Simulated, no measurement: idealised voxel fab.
Process module heading - voxel self aligned contacts
FYI the section here is cut, 205 nm wide, cells are 5 nm squares.
If you're reading a cross-section in this doc, picture square cells in a grid; it comes to you as bands, top ones listed first down to the bottom, and a band can be one or more rows of cells.
It is stipulated that each band's entry specify, in nanometres, the height of the top of the band and then that of its bottom, followed by the materials of the band in left-to-right sequence, each together with its width in nanometres. A single material marked by the word "all across" is understood to fill the band from edge to edge; the word "blank" is understood to denote empty space.
Height reference: 0 = level under which incoming wafer is all one material. Lowest band: no bottom, runs on downward, e.g. "z 0 and below".
A two-number width, for instance "30..40", indicates that the width is equal to the first number in the top row of the band and to the second number in the bottom row, and that it changes by a constant amount per row of cells.
You'll sometimes find "remained unchanged" written for a step, and that's the way of saying that nowhere in the cross-section did a cell change during that step.
You'll see "closed voids" listing empty spaces that have no way open to the top, as long as they're 8 cells or more; the notation is width x height at distance, where the distance is from the left edge, and all of it is in nm.
That trailing text on a step's line, after the settings, is the simulator's own remark on the step.
"overlay nm" on a masked step: distance the mask lay right of its planned place, negative for left.

## The planned process steps are enumerated hereunder
1,RECEIVE (material Si)
2,CONFORMAL_DEP (material SiO2; thk nm 5)
3,DIRECTIONAL_DEP (material polySi; thk nm 30)
4,DIRECTIONAL_DEP (material SiN; thk nm 20)
5,PATTERN (tone cover; mask id GATE; material resist; width nm 20; pitch nm 60; thk nm 20; overlay nm 0)
6,DIRECTIONAL_ETCH (etch materials SiN; depth nm 20)
7,DIRECTIONAL_ETCH (etch materials polySi; depth nm 30)
8,STRIP (etch materials resist)
9,CONFORMAL_DEP (material SiN; thk nm 5)
10,DIRECTIONAL_ETCH (etch materials SiN; depth nm 5)
11,FILL_DEP (material SiO2; thk nm 15)
12,CMP (height nm 60)
13,PATTERN (tone open; mask id CONTACT; material resist; width nm 40; thk nm 15; overlay nm 0)
14,DIRECTIONAL_ETCH (etch materials SiO2; depth nm 60)
15,STRIP (etch materials resist)
16,CONFORMAL_DEP (material TiN; thk nm 5)
17,FILL_DEP (material W; thk nm 10)
18,CMP (height nm 60)
19,CONFORMAL_DEP (material SiN; thk nm 5)
Same starting wafers, different width nm at step 5. Plan value belongs to the first wafer.

## First wafer of several, as received: cross-section after step 1
* z 0 and below: Si all across
* closed voids: none

## Quick look at the cross-section of the first of several wafers after step 19, which wraps up the module
* z 65 to 60: SiN all across
* z 60 to 55: SiO2=80 | TiN=10 | W=20 | TiN=10 | SiO2=85
* z 55 to 35: SiO2=55 | SiN=30 | TiN=5 | W=20 | TiN=5 | SiN=30 | SiO2=60
* z 35 to 5: SiO2=55 | SiN=5 | polySi=20 | SiN=5 | TiN=5 | W=20 | TiN=5 | SiN=5 | polySi=20 | SiN=5 | SiO2=60
* z 5 to 0: SiO2=85 | TiN=30 | SiO2=90
* z 0 and below: Si all across
* closed voids: none

## Last-wafer cross-section at the end of the module
* z 65 to 60: SiN all across
* z 60 to 55: SiO2=80 | TiN=40 | SiO2=85
* z 55 to 35: SiO2=45 | SiN=55 | TiN=5 | SiN=55 | SiO2=45
* z 35 to 5: SiO2=45 | SiN=5 | polySi=45 | SiN=5 | TiN=5 | SiN=5 | polySi=45 | SiN=5 | SiO2=45
* z 5 to 0: SiO2=100 | TiN=5 | SiO2=100
* z 0 and below: Si all across
* closed voids: none

## Each row below is a wafer at the end of the module, listing for every material the number of cells it has gained (+) or lost (-) since it was received, followed by its closed voids
width nm 20 | +113 SiN | +298 SiO2 | +30 TiN | +44 W | +48 polySi | closed voids: none
width nm 25 | +121 SiN | +289 SiO2 | +30 TiN | +33 W | +60 polySi | closed voids: none
width nm 30 | +129 SiN | +280 SiO2 | +30 TiN | +22 W | +72 polySi | closed voids: none
width nm 35 | +137 SiN | +271 SiO2 | +30 TiN | +11 W | +84 polySi | closed voids: none
width nm 40 | +145 SiN | +262 SiO2 | +30 TiN | +96 polySi | closed voids: none
width nm 45 | +153 SiN | +253 SiO2 | +19 TiN | +108 polySi | closed voids: none
